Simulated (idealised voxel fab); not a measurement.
process module | voxel double patterning
cross-section cut | 230 nm wide | cells 5 nm
A cross-section is a grid of square cells, given in bands from the top down. A band is one or more rows of cells.
Each band's line starts with the height of the band's top and of its bottom, in nm. Then come its materials from left to right, each with its width in nm. One material with "throughout" fills the band from edge to edge. "air" is empty space.
Height 0 is the level under which the wafer as received is all one material. The lowest band goes on downwards, as in "0 down".
A width such as "30 to 40" changes by the same amount from each row of cells to the next, from the band's top row to its bottom row.
"no change" after a step means that no cell of the cross-section changed.
closed voids: empty space of 8 cells or more with no open way to the top, each as width x height at its distance from the left edge, in nm
after a step's settings: what the simulator itself notes on the step
overlay nm, on a step with a mask: how far to the right of its planned place the mask lay; to the left if negative
plan
1 op RECEIVE | material Si
2 op CONFORMAL_DEP | material SiO2 | thk nm 10
3 op DIRECTIONAL_DEP | material W | thk nm 15
4 op DIRECTIONAL_DEP | material SiCN | thk nm 5
5 op MASKED_ETCH | tone open | mask id FIRST | width nm 15 | pitch nm 50 | etch materials SiCN | depth nm 5 | overlay nm 0
6 op DIRECTIONAL_DEP | material aC | thk nm 10
7 op PATTERN | tone open | mask id SECOND | material resist | width nm 15 | pitch nm 50 | thk nm 30 | overlay nm 0
8 op DIRECTIONAL_ETCH | etch materials aC | depth nm 10
9 op STRIP | etch materials resist
10 op DIRECTIONAL_ETCH | etch materials SiCN | depth nm 5
11 op STRIP | etch materials aC
12 op DIRECTIONAL_ETCH | etch materials W | depth nm 15
13 op STRIP | etch materials SiCN
as received, after step 1
  0 down: Si throughout
  closed voids: none
first wafer at the end, as planned
  25 to 10: W 55 | air 15 | W 10 | air 15 | W 10 | air 15 | W 10 | air 15 | W 10 | air 15 | W 60
  10 to 0: SiO2 throughout
  0 down: Si throughout
  closed voids: none
second wafer at the end: like start, like plan, one mistake
  25 to 10: W 55 | air 15 | W 20 | air 30 | W 20 | air 30 | W 60
  10 to 0: SiO2 throughout
  0 down: Si throughout
  closed voids: none
what went wrong: step 7 ran as: op PATTERN | tone open | mask id SECOND | material resist | width nm 15 | pitch nm 50 | thk nm 30 | overlay nm 10
at the end the second wafer has, in cells: as many of each material as the first, in other places
